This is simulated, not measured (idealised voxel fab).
A process module follows: voxel self aligned contacts.
FYI the section here is cut, 300 nm wide, cells are 5 nm squares.
Cross-section = grid of square cells, listed top down in bands; band = one or more rows. For a band, the entry starts with two heights in nm, that of the top and then that of the bottom, and carries on with the band's materials in order from left to right, each alongside its width in nm; the word "throughout" beside a single material means it fills the band edge to edge, and "blank" means empty space. The level at which height equals 0 is the one under which the wafer, as it arrives, is entirely one material. No lower edge exists for the bottom band, which continues downward and is notated as in "0 and below". A two-number width, for instance "30 to 40", indicates that the width is equal to the first number in the top row of the band and to the second number in the bottom row, and that it changes by a constant amount per row of cells. Where a step carries "no change", the cross-section came out of it unchanged, cell for cell. Any empty space of 8 cells or more lacking an open way to the top shows up in "Listed closed voids" as width x height at distance, distance from the left edge, in nm. On each step's line, the part that comes after the settings is the simulator's own comment on the step. Steps that use a mask can have "overlay nm" on their line. It says how far the mask sat to the right of where it was meant to be. Negative means to the left.

[Set out below are the planned steps of the process]
1) RECEIVE | material Si
2) CONFORMAL_DEP | material SiO2 | thk nm 5
3) DIRECTIONAL_DEP | material polySi | thk nm 20
4) DIRECTIONAL_DEP | material SiN | thk nm 20
5) MASKED_ETCH | tone cover | mask id GATE | width nm 35 | pitch nm 60 | etch materials SiN | depth nm 20 | overlay nm 0
6) MASKED_ETCH | tone cover | mask id GATE | width nm 35 | pitch nm 60 | etch materials polySi | depth nm 20 | overlay nm 0
7) CONFORMAL_DEP | material SiN | thk nm 5
8) DIRECTIONAL_ETCH | etch materials SiN | depth nm 5
9) FILL_DEP | material SiO2 | thk nm 15
10) CMP | height nm 50
11) PATTERN | tone open | mask id CONTACT | material resist | width nm 45 | thk nm 15 | overlay nm 0
12) DIRECTIONAL_ETCH | etch materials SiO2 | depth nm 50
13) STRIP | etch materials resist
14) CONFORMAL_DEP | material TiN | thk nm 5
15) FILL_DEP | material W | thk nm 10
16) CMP | height nm 50
17) CONFORMAL_DEP | material SiN | thk nm 5

[Concerning the first of two wafers, which was run in accordance with the plan]

[Cross-sectional view of the wafer in its as-received condition, corresponding to the state after step 1]
- 0 and below  Si throughout
- Listed closed voids: none

[after step 2]
- 5 down to 0  SiO2 throughout
- Anything lower than 0 is untouched.

[after step 3]
- 25 down to 5  polySi throughout
- Anything lower than 5 is untouched.

[after step 4]
- 45 down to 25  SiN throughout
- Anything lower than 25 is untouched.

[after step 5]
- 45 down to 25  100 of blank, 35 of SiN, 25 of blank, 35 of SiN, 105 of blank
- Anything lower than 25 is untouched.

[after step 6]
- 45 down to 25  100 of blank, 35 of SiN, 25 of blank, 35 of SiN, 105 of blank
- 25 down to 5  100 of blank, 35 of polySi, 25 of blank, 35 of polySi, 105 of blank
- Anything lower than 5 is untouched.

[after step 7]
- 50 down to 25  95 of blank, 45 of SiN, 15 of blank, 45 of SiN, 100 of blank
- 25 down to 10  95 of blank, 5 of SiN, 35 of polySi, 5 of SiN, 15 of blank, 5 of SiN, 35 of polySi, 5 of SiN, 100 of blank
- 10 down to 5  100 of SiN, 35 of polySi, 25 of SiN, 35 of polySi, 105 of SiN
- Anything lower than 5 is untouched.

[after step 8]
- 45 down to 25  95 of blank, 45 of SiN, 15 of blank, 45 of SiN, 100 of blank
- 25 down to 5  95 of blank, 5 of SiN, 35 of polySi, 5 of SiN, 15 of blank, 5 of SiN, 35 of polySi, 5 of SiN, 100 of blank
- Anything lower than 5 is untouched.

[after step 9]
- 60 down to 45  SiO2 throughout
- 45 down to 25  95 of SiO2, 45 of SiN, 15 of SiO2, 45 of SiN, 100 of SiO2
- 25 down to 5  95 of SiO2, 5 of SiN, 35 of polySi, 5 of SiN, 15 of SiO2, 5 of SiN, 35 of polySi, 5 of SiN, 100 of SiO2
- Anything lower than 5 is untouched.

[after step 10]
- 50 down to 45  SiO2 throughout
- Anything lower than 45 is untouched.

[after step 11]
- 65 down to 50  125 of resist, 45 of blank, 130 of resist
- Anything lower than 50 is untouched.

[after step 12]
- 65 down to 50  125 of resist, 45 of blank, 130 of resist
- 50 down to 45  125 of SiO2, 45 of blank, 130 of SiO2
- 45 down to 25  95 of SiO2, 45 of SiN, 15 of blank, 45 of SiN, 100 of SiO2
- 25 down to 5  95 of SiO2, 5 of SiN, 35 of polySi, 5 of SiN, 15 of blank, 5 of SiN, 35 of polySi, 5 of SiN, 100 of SiO2
- 5 down to 0  140 of SiO2, 15 of blank, 145 of SiO2
- Anything lower than 0 is untouched.

[after step 13]
- 50 down to 45  125 of SiO2, 45 of blank, 130 of SiO2
- Anything lower than 45 is untouched.

[after step 14]
- 55 down to 50  130 of TiN, 35 of blank, 135 of TiN
- 50 down to 45  125 of SiO2, 20 of TiN, 5 of blank, 20 of TiN, 130 of SiO2
- 45 down to 25  95 of SiO2, 45 of SiN, 5 of TiN, 5 of blank, 5 of TiN, 45 of SiN, 100 of SiO2
- 25 down to 5  95 of SiO2, 5 of SiN, 35 of polySi, 5 of SiN, 5 of TiN, 5 of blank, 5 of TiN, 5 of SiN, 35 of polySi, 5 of SiN, 100 of SiO2
- 5 down to 0  140 of SiO2, 15 of TiN, 145 of SiO2
- Anything lower than 0 is untouched.

[after step 15]
- 65 down to 55  W throughout
- 55 down to 50  130 of TiN, 35 of W, 135 of TiN
- 50 down to 45  125 of SiO2, 20 of TiN, 5 of W, 20 of TiN, 130 of SiO2
- 45 down to 25  95 of SiO2, 45 of SiN, 5 of TiN, 5 of W, 5 of TiN, 45 of SiN, 100 of SiO2
- 25 down to 5  95 of SiO2, 5 of SiN, 35 of polySi, 5 of SiN, 5 of TiN, 5 of W, 5 of TiN, 5 of SiN, 35 of polySi, 5 of SiN, 100 of SiO2
- Anything lower than 5 is untouched.

[after step 16]
- 50 down to 45  125 of SiO2, 20 of TiN, 5 of W, 20 of TiN, 130 of SiO2
- Anything lower than 45 is untouched.

[after step 17]
- 55 down to 50  SiN throughout
- Anything lower than 50 is untouched.

[The second wafer was prepared from the same starting point and under the same plan as the first; its processing contained one mistake, and it remains indistinguishable from the first wafer up to and including step 10]

[X-section, second wafer, when step 11 was due to finish]
- 65 down to 50  125 of blank, 45 of resist, 130 of blank
- Anything lower than 50 is untouched.

[X-section, second wafer, when step 12 was due to finish]
- 65 down to 50  125 of blank, 45 of resist, 130 of blank
- 50 down to 45  125 of blank, 45 of SiO2, 130 of blank
- 45 down to 25  95 of blank, 45 of SiN, 15 of SiO2, 45 of SiN, 100 of blank
- 25 down to 5  95 of blank, 5 of SiN, 35 of polySi, 5 of SiN, 15 of SiO2, 5 of SiN, 35 of polySi, 5 of SiN, 100 of blank
- 5 down to 0  95 of blank, 105 of SiO2, 100 of blank
- Anything lower than 0 is untouched.

[X-section, second wafer, when step 13 was due to finish]
- 50 down to 45  125 of blank, 45 of SiO2, 130 of blank
- Anything lower than 45 is untouched.

[X-section, second wafer, when step 14 was due to finish]
- 55 down to 50  120 of blank, 55 of TiN, 125 of blank
- 50 down to 45  90 of blank, 35 of TiN, 45 of SiO2, 35 of TiN, 95 of blank
- 45 down to 25  90 of blank, 5 of TiN, 45 of SiN, 15 of SiO2, 45 of SiN, 5 of TiN, 95 of blank
- 25 down to 5  90 of blank, 5 of TiN, 5 of SiN, 35 of polySi, 5 of SiN, 15 of SiO2, 5 of SiN, 35 of polySi, 5 of SiN, 5 of TiN, 95 of blank
- 5 down to 0  95 of TiN, 105 of SiO2, 100 of TiN
- Anything lower than 0 is untouched.

[X-section, second wafer, when step 15 was due to finish]
- 65 down to 55  W throughout
- 55 down to 50  120 of W, 55 of TiN, 125 of W
- 50 down to 45  90 of W, 35 of TiN, 45 of SiO2, 35 of TiN, 95 of W
- 45 down to 25  90 of W, 5 of TiN, 45 of SiN, 15 of SiO2, 45 of SiN, 5 of TiN, 95 of W
- 25 down to 5  90 of W, 5 of TiN, 5 of SiN, 35 of polySi, 5 of SiN, 15 of SiO2, 5 of SiN, 35 of polySi, 5 of SiN, 5 of TiN, 95 of W
- Anything lower than 5 is untouched.

[X-section, second wafer, when step 16 was due to finish]
- 50 down to 45  90 of W, 35 of TiN, 45 of SiO2, 35 of TiN, 95 of W
- Anything lower than 45 is untouched.

[X-section, second wafer, when step 17 was due to finish]
- 55 down to 50  SiN throughout
- Anything lower than 50 is untouched.
Against the plan, the run slipped here: so step 11 ended up running with a different setting than we planned, it ran as PATTERN | tone cover | mask id CONTACT | material resist | width nm 45 | thk nm 15 | overlay nm 0
Final tally in cells, some materials are higher or lower on the second wafer than on the first: 366 fewer of SiO2 | 42 more of TiN | 324 more of W
